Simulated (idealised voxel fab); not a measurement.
You're looking at the process module voxel spacer lines.
Displayed cross-section: cut, width of 255 nm, square cells sized 5 nm.
Format of a cross-section: grid, square cells. Given as bands. Order: top down. Band: one or more rows of cells. Basically the band line says how high the top is and how high the bottom is, in nm, and then what's in it from left to right, every material with its width in nm. Empty space shows up as "blank", and if a single material carries "full width" it runs the full band edge to edge. The reference from which all heights are counted is 0, the level beneath which the as-received wafer is entirely one material; the lowest band, having no lower bound, proceeds downward and is written after the example "0 and below". Note: "30..40" means the width goes from the first number (top row of the band) to the second number (bottom row) in equal steps per row of cells. "nothing got changed" means the step left every cell of the cross-section as it was. This entry, "Entrapped void list", enumerates those empty regions of no fewer than 8 cells that possess no open connection to the top. Each region is reported in the form width x height at distance, the distance being taken from the left edge, with all three quantities expressed in nm. Formally, on a step line, whatever follows the settings is a remark that the simulator itself makes on the step. The optional step-line setting "overlay nm" applies to steps with a mask and quantifies how far to the right of its planned location the mask lay, a negative value indicating leftward placement.
THESE ARE THE STEPS WE PLANNED FOR THE PROCESS
1: RECEIVE: material Si
2: CONFORMAL_DEP: material Al2O3, thk nm 10
3: DIRECTIONAL_DEP: material TiN, thk nm 10
4: DIRECTIONAL_DEP: material polySi, thk nm 30
5: PATTERN: tone cover, mask id MANDREL, material resist, width nm 20, pitch nm 60, thk nm 35, overlay nm 0
6: DIRECTIONAL_ETCH: etch materials polySi, depth nm 30
7: STRIP: etch materials resist
8: CONFORMAL_DEP: material SiO2, thk nm 10
9: DIRECTIONAL_ETCH: etch materials SiO2, depth nm 10
10: STRIP: etch materials polySi
11: DIRECTIONAL_ETCH: etch materials TiN, depth nm 10
12: STRIP: etch materials SiO2
13: FILL_DEP: material lowk, thk nm 5
14: CMP: height nm 20
CROSS-SECTION, INCOMING MATERIAL, AFTER STEP 1
* 0 and below  Si full width
* Entrapped void list: none
END-OF-MODULE CROSS-SECTION OF THE FIRST OF TWO WAFERS, PROCESSED AS PLANNED
* 20 down to 10  75 lowk | 10 TiN | 20 lowk | 10 TiN | 20 lowk | 10 TiN | 20 lowk | 10 TiN | 80 lowk
* 10 down to 0  Al2O3 full width
* 0 and below  Si full width
* Entrapped void list: none
HERE'S THE SECOND OF OUR TWO WAFERS SECTIONED AT MODULE END. SAME START AS THE FIRST, SAME PLAN, BUT ONE MISTAKE GOT MADE RUNNING IT
* 20 down to 10  75 Al2O3 | 10 TiN | 20 Al2O3 | 10 TiN | 20 Al2O3 | 10 TiN | 20 Al2O3 | 10 TiN | 80 Al2O3
* 10 down to 0  Al2O3 full width
* 0 and below  Si full width
* Entrapped void list: none
Finding, execution versus plan: step 13 changed vs plan, executed as FILL_DEP: material Al2O3, thk nm 5
The second wafer ends with more or fewer cells of some materials than the first, per final count: Al2O3 +86; lowk -86
